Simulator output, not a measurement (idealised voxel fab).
Process module name: voxel wiring stack
Each square cell in cross-section cut measures 5 nm, and the section as a whole is 280 nm wide.
We lay out every cross-section as a grid of square cells and spell it out in bands from the top down, where one band means one or more rows of cells.
The entry gives the band's vertical extent as a top height and a bottom height in nm, then its horizontal make-up as materials from left to right, each with a width in nm. "empty" stands for empty space; a single material marked "throughout" fills the band edge to edge.
Heights are expressed relative to 0, this being the level below which the as-received wafer comprises one material exclusively. The lowest band is unbounded in the downward direction and is denoted as in "0 down".
Graded width ("30 to 40"): value in top row of band = first number; value in bottom row = second number; row-to-row change constant.
You'll sometimes find "nothing got changed" written for a step, and that's the way of saying that nowhere in the cross-section did a cell change during that step.
Reported under the label "Sealed cavities" are the empty spaces having no open way to the top and comprising 8 cells or more; the notation for each is width x height at distance, in which the distance is measured from the left edge and all three values are in nm.
It should be noted that, on the line of a given step, the content following the step's settings is a remark produced by the simulator itself with respect to that step.
Each step line may optionally specify "overlay nm", which for a step with a mask gives the rightward distance between the mask's planned place and where it lay, a negative value indicating the leftward direction.

**Process steps - plan**
| 1 | RECEIVE with material Si |
| 2 | CONFORMAL_DEP with material SiO2, thk nm 10 |
| 3 | CONFORMAL_DEP with material SiN, thk nm 5 |
| 4 | DIRECTIONAL_DEP with material lowk, thk nm 25 |
| 5 | PATTERN with tone open, mask id METAL_1, material resist, width nm 30, pitch nm 60, thk nm 15, overlay nm 0 |
| 6 | DIRECTIONAL_ETCH with etch materials lowk, depth nm 25 |
| 7 | DIRECTIONAL_ETCH with etch materials SiN, depth nm 5 |
| 8 | STRIP with etch materials resist |
| 9 | CONFORMAL_DEP with material TiN, thk nm 5 |
| 10 | FILL_DEP with material W, thk nm 5 |
| 11 | CMP with height nm 40 |
| 12 | CONFORMAL_DEP with material SiCN, thk nm 5 |
| 13 | DIRECTIONAL_DEP with material lowk, thk nm 20 |
| 14 | DIRECTIONAL_DEP with material aC, thk nm 15 |
| 15 | PATTERN with tone open, mask id PLUG_1, material resist, width nm 15, pitch nm 120, thk nm 30, overlay nm 0 |
| 16 | DIRECTIONAL_ETCH with etch materials aC, depth nm 15 |
| 17 | STRIP with etch materials resist |
| 18 | DIRECTIONAL_ETCH with etch materials lowk, depth nm 20 |
| 19 | DIRECTIONAL_ETCH with etch materials SiCN, depth nm 5 |
| 20 | STRIP with etch materials aC |
| 21 | EPI with material Ru, thk nm 10 |
| 22 | EPI with material Ru, thk nm 10 |
| 23 | EPI with material Ru, thk nm 5 |
| 24 | CONFORMAL_DEP with material SiCN, thk nm 5 |
| 25 | DIRECTIONAL_DEP with material lowk, thk nm 25 |
| 26 | MASKED_ETCH with tone open, mask id METAL_2, width nm 30, pitch nm 60, etch materials lowk, depth nm 25, overlay nm 0 |
| 27 | MASKED_ETCH with tone open, mask id METAL_2, width nm 30, pitch nm 60, etch materials SiCN, depth nm 5, overlay nm 0 |
| 28 | CONFORMAL_DEP with material TiN, thk nm 5 |
| 29 | FILL_DEP with material Cu, thk nm 10 |
| 30 | CMP with height nm 95 |
| 31 | CONFORMAL_DEP with material SiCN, thk nm 5 |
| 32 | DIRECTIONAL_DEP with material SiO2, thk nm 35 |
| 33 | DIRECTIONAL_DEP with material aC, thk nm 10 |
| 34 | PATTERN with tone open, mask id METAL_3, material resist, width nm 20, pitch nm 60, thk nm 30, overlay nm 0 |
| 35 | DIRECTIONAL_ETCH with etch materials aC, depth nm 10 |
| 36 | STRIP with etch materials resist |
| 37 | DIRECTIONAL_ETCH with etch materials SiO2, depth nm 20 |
| 38 | STRIP with etch materials aC |
| 39 | PATTERN with tone open, mask id METAL_3_HOLES, material resist, width nm 15, pitch nm 120, thk nm 15, overlay nm 0 |
| 40 | DIRECTIONAL_ETCH with etch materials SiO2, depth nm 15 |
| 41 | DIRECTIONAL_ETCH with etch materials SiCN, depth nm 5 |
| 42 | STRIP with etch materials resist |
| 43 | CONFORMAL_DEP with material TiN, thk nm 5 |
| 44 | FILL_DEP with material Cu, thk nm 10 |
| 45 | CMP with height nm 135 |
| 46 | CONFORMAL_DEP with material SiN, thk nm 5 |
Among the wafers covered here, the point of difference is the width nm at step 34; their starting state is shared, and the plan presents the value of the first wafer.

**Cross-section: the first of several wafers in its as-received state, i.e. following step 1**
  0 down: Si throughout
  Sealed cavities: none

**first wafer at the end, after step 46**
  140 to 135: SiN throughout
  135 to 125: SiO2 65  TiN 5  Cu 15  TiN 5  SiO2 40  TiN 5  Cu 10  TiN 5  SiO2 35  TiN 5  Cu 15  TiN 5  SiO2 70
  125 to 120: SiO2 65  TiN 10  Cu 10  TiN 5  SiO2 40  TiN 5  Cu 10  TiN 5  SiO2 35  TiN 10  Cu 10  TiN 5  SiO2 70
  120 to 115: SiO2 70  TiN 20  SiO2 40  TiN 20  SiO2 40  TiN 20  SiO2 70
  115 to 100: SiO2 70  TiN 10  SiO2 110  TiN 10  SiO2 80
  100 to 95: SiCN 70  TiN 10  SiCN 110  TiN 10  SiCN 80
  95 to 70: lowk 65  TiN 5  Cu 20  TiN 5  lowk 30  TiN 5  Cu 20  TiN 5  lowk 30  TiN 5  Cu 20  TiN 5  lowk 65
  70 to 65: SiCN 65  TiN 30  SiCN 30  TiN 30  SiCN 30  TiN 30  SiCN 65
  65 to 45: lowk 65  Ru 15  lowk 105  Ru 15  lowk 80
  45 to 40: SiCN 65  Ru 15  SiCN 105  Ru 15  SiCN 80
  40 to 15: lowk 65  TiN 5  W 20  TiN 5  lowk 30  TiN 5  W 20  TiN 5  lowk 30  TiN 5  W 20  TiN 5  lowk 65
  15 to 10: SiN 65  TiN 30  SiN 30  TiN 30  SiN 30  TiN 30  SiN 65
  10 to 0: SiO2 throughout
  0 down: Si throughout
  Sealed cavities: none

**Here we cross-sectioned the last of the wafers once the module was done**
  140 to 135: SiN throughout
  135 to 120: SiO2 60  TiN 5  Cu 35  TiN 5  SiO2 15  TiN 5  Cu 35  TiN 5  SiO2 15  TiN 5  Cu 35  TiN 5  SiO2 55
  120 to 115: SiO2 60  TiN 10  Cu 5  TiN 30  SiO2 15  TiN 45  SiO2 15  TiN 10  Cu 5  TiN 30  SiO2 55
  115 to 100: SiO2 65  TiN 5  Cu 5  TiN 5  SiO2 105  TiN 5  Cu 5  TiN 5  SiO2 80
  100 to 95: SiCN 65  TiN 15  SiCN 105  TiN 15  SiCN 80
  95 to 70: lowk 65  TiN 5  Cu 20  TiN 5  lowk 30  TiN 5  Cu 20  TiN 5  lowk 30  TiN 5  Cu 20  TiN 5  lowk 65
  70 to 65: SiCN 65  TiN 30  SiCN 30  TiN 30  SiCN 30  TiN 30  SiCN 65
  65 to 45: lowk 65  Ru 15  lowk 105  Ru 15  lowk 80
  45 to 40: SiCN 65  Ru 15  SiCN 105  Ru 15  SiCN 80
  40 to 15: lowk 65  TiN 5  W 20  TiN 5  lowk 30  TiN 5  W 20  TiN 5  lowk 30  TiN 5  W 20  TiN 5  lowk 65
  15 to 10: SiN 65  TiN 30  SiN 30  TiN 30  SiN 30  TiN 30  SiN 65
  10 to 0: SiO2 throughout
  0 down: Si throughout
  Sealed cavities: none

**wafer rows; end of module; cells per material since receipt: (+) gained, (-) lost; then closed voids**
width nm 20, +82 Cu, +30 Ru, +140 SiCN, +94 SiN, +438 SiO2, +144 TiN, +60 W, +580 lowk, Sealed cavities: none
width nm 25, +91 Cu, +30 Ru, +140 SiCN, +94 SiN, +426 SiO2, +147 TiN, +60 W, +580 lowk, Sealed cavities: none
width nm 30, +104 Cu, +30 Ru, +138 SiCN, +94 SiN, +414 SiO2, +148 TiN, +60 W, +580 lowk, Sealed cavities: none
width nm 35, +113 Cu, +30 Ru, +138 SiCN, +94 SiN, +402 SiO2, +151 TiN, +60 W, +580 lowk, Sealed cavities: none
width nm 40, +122 Cu, +30 Ru, +138 SiCN, +94 SiN, +390 SiO2, +154 TiN, +60 W, +580 lowk, Sealed cavities: none
width nm 45, +131 Cu, +30 Ru, +138 SiCN, +94 SiN, +378 SiO2, +157 TiN, +60 W, +580 lowk, Sealed cavities: none
